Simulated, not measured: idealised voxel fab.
voxel transistor to metal: a process module
Section shown: cut. Width: 200 nm. Cell size: 5 nm, square.
Cross-section, as written here: a square-cell grid given band by band from the top down, where a band holds one or more rows of cells.
Quick guide to a band line: top height, bottom height (nm) up front; then every material left to right with its width in nm. Only one material and it's marked "full width"? Then it fills the band edge to edge. And "blank" just means empty space.
Heights are expressed relative to 0, this being the level below which the as-received wafer comprises one material exclusively. The lowest band is unbounded in the downward direction and is denoted as in "0 and below".
The notation "30..40" denotes a width that varies across the rows of cells in the band, beginning at the first number in the top row, finishing at the second number in the bottom row, and changing by an identical amount from each row to the next.
For the purposes of this document, the phrase "no modifications" attached to a step denotes that no cell within the cross-section was modified by that step.
Voids not open to the top, 8 cells minimum: see "Trapped cavities". Written width x height at distance; distance is from the left edge; nm.
after a step's settings: what the simulator itself notes on the step
"overlay nm" answers the question of how far to the right of plan the mask lay on a step that has a mask, and when it is negative the answer is to the left.
# This section lists the process steps that were planned
1 RECEIVE, material Si
2 CONFORMAL_DEP, material SiO2, thk nm 5
3 CONFORMAL_DEP, material SiN, thk nm 15
4 MASKED_ETCH, tone cover, mask id ACTIVE, width nm 85, etch materials SiN, depth nm 15, overlay nm 0
5 MASKED_ETCH, tone cover, mask id ACTIVE, width nm 85, etch materials SiO2, depth nm 5, overlay nm 0
6 MASKED_ETCH, tone cover, mask id ACTIVE, width nm 85, etch materials Si, depth nm 25, overlay nm 0
7 OXIDIZE, depth nm 5
8 FILL_DEP, material SiO2, thk nm 15
9 CMP, height nm 20
10 SELECTIVE_ETCH, etch materials SiO2, depth nm 10
11 STRIP, etch materials SiN
12 SELECTIVE_ETCH, etch materials SiO2, depth nm 5
13 OXIDIZE, depth nm 5
14 DIRECTIONAL_DEP, material polySi, thk nm 30
15 DIRECTIONAL_DEP, material SiCN, thk nm 15
16 DIRECTIONAL_DEP, material aC, thk nm 10
17 PATTERN, tone cover, mask id GATE, material resist, width nm 15, thk nm 25, overlay nm 0
18 DIRECTIONAL_ETCH, etch materials aC, depth nm 10
19 STRIP, etch materials resist
20 DIRECTIONAL_ETCH, etch materials SiCN, depth nm 25
21 DIRECTIONAL_ETCH, etch materials polySi, depth nm 40
22 STRIP, etch materials aC
23 CONFORMAL_DEP, material SiO2, thk nm 5
24 DIRECTIONAL_ETCH, etch materials SiO2, depth nm 5
25 CONFORMAL_DEP, material SiN, thk nm 10
26 DIRECTIONAL_ETCH, etch materials SiN, depth nm 10
27 DIRECTIONAL_ETCH, etch materials SiO2, depth nm 5
28 DIRECTIONAL_ETCH, etch materials Si, depth nm 15
29 EPI, material nSi, thk nm 15
30 FILL_DEP, material SiO2, thk nm 5
31 CMP, height nm 45
32 DIRECTIONAL_DEP, material SiO2, thk nm 10
33 DIRECTIONAL_DEP, material aC, thk nm 10
34 PATTERN, tone open, mask id CONTACT, material resist, width nm 15, pitch nm 60, thk nm 30, overlay nm 0
35 DIRECTIONAL_ETCH, etch materials aC, depth nm 10
36 STRIP, etch materials resist
37 DIRECTIONAL_ETCH, etch materials SiO2, depth nm 45
38 STRIP, etch materials aC
39 CONFORMAL_DEP, material TiN, thk nm 5
40 FILL_DEP, material W, thk nm 10
41 CMP, height nm 55
42 CONFORMAL_DEP, material SiCN, thk nm 5
43 DIRECTIONAL_DEP, material SiO2, thk nm 15
44 PATTERN, tone open, mask id METAL_1, material resist, width nm 15, pitch nm 60, thk nm 15, overlay nm 0
45 DIRECTIONAL_ETCH, etch materials SiO2, depth nm 15
46 DIRECTIONAL_ETCH, etch materials SiCN, depth nm 5
47 STRIP, etch materials resist
48 CONFORMAL_DEP, material TiN, thk nm 5
49 FILL_DEP, material W, thk nm 10
50 CMP, height nm 75
51 CONFORMAL_DEP, material SiCN, thk nm 5
52 DIRECTIONAL_DEP, material SiO2, thk nm 25
53 PATTERN, tone open, mask id METAL_2, material resist, width nm 15, pitch nm 60, thk nm 20, overlay nm 0
54 DIRECTIONAL_ETCH, etch materials SiO2, depth nm 15
55 STRIP, etch materials resist
56 PATTERN, tone open, mask id METAL_2_HOLES, material resist, width nm 15, pitch nm 60, thk nm 20, overlay nm 0
57 DIRECTIONAL_ETCH, etch materials SiO2, depth nm 10
58 DIRECTIONAL_ETCH, etch materials SiCN, depth nm 5
59 STRIP, etch materials resist
60 CONFORMAL_DEP, material TiN, thk nm 5
61 FILL_DEP, material Ru, thk nm 5
62 CMP, height nm 105
63 CONFORMAL_DEP, material SiCN, thk nm 5
# As received (post step 1): cross-section
- 0 and below: Si full width
- Trapped cavities: none
# The following cross-section depicts the wafer upon conclusion of the module. Processing commenced from the starting condition illustrated above and adhered to the plan illustrated above, save for one mistake in execution
- 110 down to 105: SiCN full width
- 105 down to 80: SiO2 (60); TiN (5); W (5); TiN (5); SiO2 (45); TiN (5); W (5); TiN (5); SiO2 (65)
- 80 down to 75: SiCN (60); TiN (15); SiCN (45); TiN (15); SiCN (65)
- 75 down to 60: SiO2 (60); TiN (5); W (5); TiN (5); SiO2 (45); TiN (5); W (5); TiN (5); SiO2 (65)
- 60 down to 55: SiCN (60); TiN (15); SiCN (45); TiN (15); SiCN (65)
- 55 down to 45: SiO2 (60); TiN (5); W (5); TiN (5); SiO2 (45); TiN (5); W (5); TiN (5); SiO2 (65)
- 45 down to 30: SiO2 (60); TiN (5); W (5); TiN (5); SiN (10); SiO2 (5); SiCN (15); SiO2 (5); SiN (10); TiN (5); W (5); TiN (5); SiO2 (65)
- 30 down to 15: SiO2 (60); TiN (5); W (5); TiN (5); SiN (10); SiO2 (5); polySi (15); SiO2 (5); SiN (10); TiN (5); W (5); TiN (5); SiO2 (65)
- 15 down to 10: SiO2 (60); TiN (15); SiN (10); SiO2 (5); polySi (15); SiO2 (5); SiN (10); TiN (15); SiO2 (65)
- 10 down to 5: SiO2 (60); nSi (15); SiN (10); SiO2 (5); polySi (15); SiO2 (5); SiN (10); nSi (15); SiO2 (65)
- 5 down to 0: SiO2 (55); SiN (10); nSi (10); SiN (10); SiO2 (5); polySi (15); SiO2 (5); SiN (10); nSi (10); SiN (10); SiO2 (60)
- 0 down to -5: SiO2 (65); nSi (10); SiO2 (45); nSi (10); SiO2 (70)
- -5 down to -20: SiO2 (60); Si (5); nSi (10); Si (45); nSi (10); Si (5); SiO2 (65)
- -20 down to -30: SiO2 (60); Si (75); SiO2 (65)
- -30 and below: Si full width
- Trapped cavities: none
What went wrong in running the wafer? planned and actual differ for step 61; actual: FILL_DEP, material W, thk nm 5
